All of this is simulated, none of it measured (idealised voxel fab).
process module | voxel tone inversion
cross-section cut | 200 nm wide | cells 5 nm
A cross-section is a grid of square cells, given in bands from the top down. A band is one or more rows of cells.
Each band's line starts with the height of the band's top and of its bottom, in nm. Then come its materials from left to right, each with its width in nm. One material with "throughout" fills the band from edge to edge. "air" is empty space.
Height 0 is the level under which the wafer as received is all one material. The lowest band goes on downwards, as in "0 down".
A width such as "30 to 40" changes by the same amount from each row of cells to the next, from the band's top row to its bottom row.
"no change" after a step means that no cell of the cross-section changed.
closed voids: empty space of 8 cells or more with no open way to the top, each as width x height at its distance from the left edge, in nm
after a step's settings: what the simulator itself notes on the step
overlay nm, on a step with a mask: how far to the right of its planned place the mask lay; to the left if negative
plan
1 op RECEIVE | material Si
2 op CONFORMAL_DEP | material SiCN | thk nm 10
3 op DIRECTIONAL_DEP | material polySi | thk nm 15
4 op PATTERN | tone cover | mask id POSTS | material resist | width nm 25 | pitch nm 55 | thk nm 25 | overlay nm 0
5 op DIRECTIONAL_ETCH | etch materials polySi | depth nm 15
6 op STRIP | etch materials resist
7 op FILL_DEP | material lowk | thk nm 5
8 op CMP | height nm 25
9 op STRIP | etch materials polySi
10 op CONFORMAL_DEP | material TiN | thk nm 5
11 op FILL_DEP | material Ru | thk nm 10
12 op CMP | height nm 25
13 op CONFORMAL_DEP | material SiN | thk nm 5
as received, after step 1
  0 down: Si throughout
  closed voids: none
first wafer at the end, as planned
  30 to 25: SiN throughout
  25 to 15: lowk 30 | TiN 5 | Ru 15 | TiN 5 | lowk 30 | TiN 5 | Ru 15 | TiN 5 | lowk 30 | TiN 5 | Ru 15 | TiN 5 | lowk 35
  15 to 10: lowk 30 | TiN 25 | lowk 30 | TiN 25 | lowk 30 | TiN 25 | lowk 35
  10 to 0: SiCN throughout
  0 down: Si throughout
  closed voids: none
second wafer at the end: like start, like plan, one mistake
  20 to 15: SiN throughout
  15 to 10: lowk 30 | TiN 25 | lowk 30 | TiN 25 | lowk 30 | TiN 25 | lowk 35
  10 to 0: SiCN throughout
  0 down: Si throughout
  closed voids: none
what went wrong: step 12 ran as: op CMP | height nm 15
at the end the second wafer has, in cells: 18 fewer of Ru | 12 fewer of TiN | 50 fewer of lowk
